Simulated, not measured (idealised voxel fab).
Module name: voxel transistor to metal (process module)
Square cell edge 5 nm, section width 200 nm, ID cut.
When this document writes out a cross-section, it uses a grid of square cells and lists it as bands, beginning at the top and moving down, with a band standing for one or more rows of cells. In this notation a band is specified by the heights of its top and bottom, in that order and in nm, after which its materials appear from left to right, each paired with its width in nm. The word "edge to edge" attached to a single material means that material fills the band from edge to edge; the word "empty" stands for empty space. Heads up on the height convention: 0 is the point under which the incoming wafer is all one material, and the lowest band has no bottom, it just keeps going down, like "0 and below". A two-number width, for instance "30->40", indicates that the width is equal to the first number in the top row of the band and to the second number in the bottom row, and that it changes by a constant amount per row of cells. Basically "no change" means that step didn't change any cell in the cross-section. Listed in "Closed cavities": every empty space of 8 or more cells without an open way to the top. Form: width x height at distance, the distance being from the left edge, all in nm. On a step's line, text after the settings is the simulator commenting on that step. A step's line can hold "overlay nm"; with a mask on that step, the setting says how far right of the planned place the mask lay, while a negative setting says it lay to the left.

Process steps (planned):
| 1 | RECEIVE | material Si |
| 2 | CONFORMAL_DEP | material SiO2 | thk nm 5 |
| 3 | CONFORMAL_DEP | material SiN | thk nm 15 |
| 4 | MASKED_ETCH | tone cover | mask id ACTIVE | width nm 115 | etch materials SiN | depth nm 15 | overlay nm 0 |
| 5 | MASKED_ETCH | tone cover | mask id ACTIVE | width nm 115 | etch materials SiO2 | depth nm 5 | overlay nm 0 |
| 6 | MASKED_ETCH | tone cover | mask id ACTIVE | width nm 115 | etch materials Si | depth nm 20 | overlay nm 0 |
| 7 | FILL_DEP | material SiO2 | thk nm 15 |
| 8 | CMP | height nm 20 |
| 9 | SELECTIVE_ETCH | etch materials SiO2 | depth nm 10 |
| 10 | STRIP | etch materials SiN |
| 11 | SELECTIVE_ETCH | etch materials SiO2 | depth nm 5 |
| 12 | OXIDIZE | depth nm 5 |
| 13 | DIRECTIONAL_DEP | material polySi | thk nm 25 |
| 14 | DIRECTIONAL_DEP | material SiCN | thk nm 10 |
| 15 | MASKED_ETCH | tone cover | mask id GATE | width nm 25 | etch materials SiCN | depth nm 20 | overlay nm 0 |
| 16 | MASKED_ETCH | tone cover | mask id GATE | width nm 25 | etch materials polySi | depth nm 35 | overlay nm 0 |
| 17 | CONFORMAL_DEP | material SiN | thk nm 10 |
| 18 | DIRECTIONAL_ETCH | etch materials SiN | depth nm 10 |
| 19 | DIRECTIONAL_ETCH | etch materials SiO2 | depth nm 5 |
| 20 | EPI | material SiGe | thk nm 5 |
| 21 | FILL_DEP | material SiO2 | thk nm 5 |
| 22 | CMP | height nm 35 |
| 23 | DIRECTIONAL_DEP | material SiO2 | thk nm 10 |
| 24 | PATTERN | tone open | mask id CONTACT | material resist | width nm 20 | pitch nm 85 | thk nm 15 | overlay nm 0 |
| 25 | DIRECTIONAL_ETCH | etch materials SiO2 | depth nm 45 |
| 26 | STRIP | etch materials resist |
| 27 | CONFORMAL_DEP | material TiN | thk nm 5 |
| 28 | FILL_DEP | material W | thk nm 10 |
| 29 | CMP | height nm 45 |
| 30 | DIRECTIONAL_DEP | material TiN | thk nm 5 |
| 31 | DIRECTIONAL_DEP | material Ru | thk nm 20 |
| 32 | DIRECTIONAL_DEP | material aC | thk nm 10 |
| 33 | PATTERN | tone cover | mask id METAL_1 | material resist | width nm 20 | pitch nm 85 | thk nm 25 | overlay nm 0 |
| 34 | DIRECTIONAL_ETCH | etch materials aC | depth nm 10 |
| 35 | STRIP | etch materials resist |
| 36 | DIRECTIONAL_ETCH | etch materials Ru | depth nm 20 |
| 37 | DIRECTIONAL_ETCH | etch materials TiN | depth nm 5 |
| 38 | STRIP | etch materials aC |
| 39 | CONFORMAL_DEP | material SiN | thk nm 5 |
| 40 | FILL_DEP | material SiO2 | thk nm 5 |
| 41 | CMP | height nm 70 |
| 42 | CONFORMAL_DEP | material SiCN | thk nm 5 |

This is the cross-section of the wafer as we received it, i.e. after step 1:
* 0 and below  Si edge to edge
* Closed cavities: none

Wafer cross-section at end of module: start and plan as shown above, one execution error:
* 75 down to 70  SiCN edge to edge
* 70 down to 50  SiO2 40  SiN 5  Ru 20  SiN 5  SiO2 55  SiN 5  Ru 20  SiN 5  SiO2 45
* 50 down to 45  SiN 45  TiN 20  SiN 65  TiN 20  SiN 50
* 45 down to 35  SiO2 45  TiN 5  W 10  TiN 5  SiO2 65  TiN 5  W 10  TiN 5  SiO2 50
* 35 down to 25  SiO2 45  TiN 5  W 10  TiN 5  SiO2 10  SiN 10  SiCN 25  SiN 10  SiO2 10  TiN 5  W 10  TiN 5  SiO2 50
* 25 down to 5  SiO2 45  TiN 5  W 10  TiN 5  SiO2 10  SiN 10  polySi 25  SiN 10  SiO2 10  TiN 5  W 10  TiN 5  SiO2 50
* 5 down to 0  SiO2 35  SiN 10  TiN 20  SiO2 10  SiN 10  polySi 25  SiN 10  SiO2 10  TiN 20  SiN 10  SiO2 40
* 0 down to -5  SiO2 45  SiGe 30  SiO2 45  SiGe 30  SiO2 50
* -5 down to -40  SiO2 40  Si 115  SiO2 45
* -40 and below  Si edge to edge
* Closed cavities: none
The plan and the run diverged here: in the plan, step 6 was performed twice
